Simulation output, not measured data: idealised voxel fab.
Process module in this document: voxel trench capacitor
For reference, the cross-section in this document is cut, with width 185 nm and square cells of 5 nm.
Cross-section format: a grid of square cells, given as bands from top to bottom; each band is one or more rows of cells.
A band entry consists of two parts. The first gives the height of the band's top and the height of its bottom, in nm. The rest lists the band's materials from left to right, each with its width in nm. A single material labelled with the word "edge to edge" fills the band from edge to edge, and the word "air" marks empty space.
Counting heights begins at 0, where everything beneath is, in the wafer as received, one material. The lowest band has no bottom; it goes on downwards, as "top 0, no bottom" shows.
When a width is written as two numbers, as in "30 to 40", the first number is the width in the top row of cells of the band and the second is the width in its bottom row, and the width changes by the same amount from each row to the next.
Given "changes: none" for a step, no cell of the cross-section differs between before and after that step.
In "Cavities, sealed" the enclosed voids are listed, meaning empty spaces of 8 cells or larger without any opening to the top. The form is width x height at distance, distance from the left edge, units nm.
What comes after the settings on a step's line is commentary from the simulator itself on that step.
Each step line may optionally specify "overlay nm", which for a step with a mask gives the rightward distance between the mask's planned place and where it lay, a negative value indicating the leftward direction.

THIS SECTION LISTS THE PROCESS STEPS THAT WERE PLANNED
step 1: RECEIVE,material Si
step 2: CONFORMAL_DEP,material SiN,thk nm 10
step 3: DIRECTIONAL_DEP,material aC,thk nm 15
step 4: PATTERN,tone open,mask id TRENCH,material resist,width nm 30,pitch nm 50,thk nm 35,overlay nm 0
step 5: DIRECTIONAL_ETCH,etch materials aC,depth nm 15
step 6: STRIP,etch materials resist
step 7: DIRECTIONAL_ETCH,etch materials SiN,depth nm 10
step 8: DIRECTIONAL_ETCH,etch materials Si,depth nm 25
step 9: STRIP,etch materials aC
step 10: CONFORMAL_DEP,material Al2O3,thk nm 5
step 11: CONFORMAL_DEP,material TiN,thk nm 5
step 12: FILL_DEP,material W,thk nm 5
step 13: CMP,height nm 10

CROSS-SECTIONAL VIEW OF THE WAFER IN ITS AS-RECEIVED CONDITION, CORRESPONDING TO THE STATE AFTER STEP 1
    top 0, no bottom: Si edge to edge
    Cavities, sealed: none

WAFER CROSS-SECTION AT MODULE END: FIRST OF TWO, RUN TO PLAN
    top 10, bottom 0: 50 SiN; 5 Al2O3; 5 TiN; 10 W; 5 TiN; 5 Al2O3; 20 SiN; 5 Al2O3; 5 TiN; 10 W; 5 TiN; 5 Al2O3; 55 SiN
    top 0, bottom -15: 50 Si; 5 Al2O3; 5 TiN; 10 W; 5 TiN; 5 Al2O3; 20 Si; 5 Al2O3; 5 TiN; 10 W; 5 TiN; 5 Al2O3; 55 Si
    top -15, bottom -20: 50 Si; 5 Al2O3; 20 TiN; 5 Al2O3; 20 Si; 5 Al2O3; 20 TiN; 5 Al2O3; 55 Si
    top -20, bottom -25: 50 Si; 30 Al2O3; 20 Si; 30 Al2O3; 55 Si
    top -25, no bottom: Si edge to edge
    Cavities, sealed: none

CROSS-SECTION AT END OF MODULE FOR THE SECOND WAFER OF TWO, WHICH MATCHED THE FIRST IN STARTING POINT AND PLAN AND DIFFERED BY ONE MISTAKE IN ITS PROCESSING
    top 10, bottom 0: 55 SiN; 5 TiN; 10 W; 5 TiN; 30 SiN; 5 TiN; 10 W; 5 TiN; 60 SiN
    top 0, bottom -15: 50 Si; 5 SiN; 5 TiN; 10 W; 5 TiN; 5 SiN; 20 Si; 5 SiN; 5 TiN; 10 W; 5 TiN; 5 SiN; 55 Si
    top -15, bottom -20: 50 Si; 5 SiN; 20 TiN; 5 SiN; 20 Si; 5 SiN; 20 TiN; 5 SiN; 55 Si
    top -20, bottom -25: 50 Si; 30 SiN; 20 Si; 30 SiN; 55 Si
    top -25, no bottom: Si edge to edge
    Cavities, sealed: none
Finding, execution versus plan: rather than as planned, step 10 actually ran as CONFORMAL_DEP,material SiN,thk nm 5
End of process, cell counts, second wafer against first, materials with more or fewer: -36 Al2O3; +36 SiN
